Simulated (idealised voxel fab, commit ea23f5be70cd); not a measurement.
The name of this process module is voxel double patterning.
Xsec cut, 160 nm wide, square cell size 5 nm.
Format of a cross-section: grid, square cells. Given as bands. Order: top down. Band: one or more rows of cells.
What a band's entry tells you: where the top is and where the bottom is, as heights in nm, and after that what lies inside, material by material from left to right, each with its width in nm. Empty space is written as the word "blank", and a single material marked with the word "everywhere" occupies the band from edge to edge.
Measure heights from 0. That's the level where, below it, the as-received wafer is all one material. The lowest band is bottomless and extends downward; write it as in "from 0 down".
You'd read "30->40" like this: the band's top row of cells is as wide as the first number, its bottom row is as wide as the second, and going down, every row changes width by the same amount as the row before did.
A step reported as "no alteration" is a step in which no cell of the cross-section changed.
Enclosed voids (no open way to top), threshold 8 cells or more, entry "Entrapped void list", notation width x height at distance, distance from left edge, nm.
Formally, on a step line, whatever follows the settings is a remark that the simulator itself makes on the step.
overlay nm: step with mask; distance mask lay right of planned place; negative value = left of planned place.

# These are the steps we planned for the process
1. RECEIVE: material Si
2. CONFORMAL_DEP: material SiO2, thk nm 10
3. DIRECTIONAL_DEP: material W, thk nm 10
4. DIRECTIONAL_DEP: material SiN, thk nm 5
5. DIRECTIONAL_DEP: material aC, thk nm 15
6. PATTERN: tone open, mask id FIRST, material resist, width nm 15, pitch nm 50, thk nm 35, overlay nm 0
7. DIRECTIONAL_ETCH: etch materials aC, depth nm 15
8. STRIP: etch materials resist
9. DIRECTIONAL_ETCH: etch materials SiN, depth nm 5
10. STRIP: etch materials aC
11. DIRECTIONAL_DEP: material aC, thk nm 10
12. PATTERN: tone open, mask id SECOND, material resist, width nm 15, thk nm 30, overlay nm 0
13. DIRECTIONAL_ETCH: etch materials aC, depth nm 10
14. STRIP: etch materials resist
15. DIRECTIONAL_ETCH: etch materials SiN, depth nm 5
16. STRIP: etch materials aC
17. DIRECTIONAL_ETCH: etch materials W, depth nm 10
18. STRIP: etch materials SiN
Quick note for whoever runs this: the wafers start identical, but the width nm at step 12 isn't the same across them. The plan just shows what the first wafer had.

# The first of several wafers, as received after step 1, seen in section
  from 0 down = Si everywhere
  Entrapped void list: none

# Heads up, this table goes wafer by wafer. A row tells you, at the end of the module, how many cells of each material that wafer has put on (+) or dropped (-) since it was received, and then its closed voids
width nm 15 | +64 SiO2 | +46 W | Entrapped void list: none
width nm 20 | +64 SiO2 | +44 W | Entrapped void list: none
width nm 25 | +64 SiO2 | +42 W | Entrapped void list: none
width nm 30 | +64 SiO2 | +40 W | Entrapped void list: none
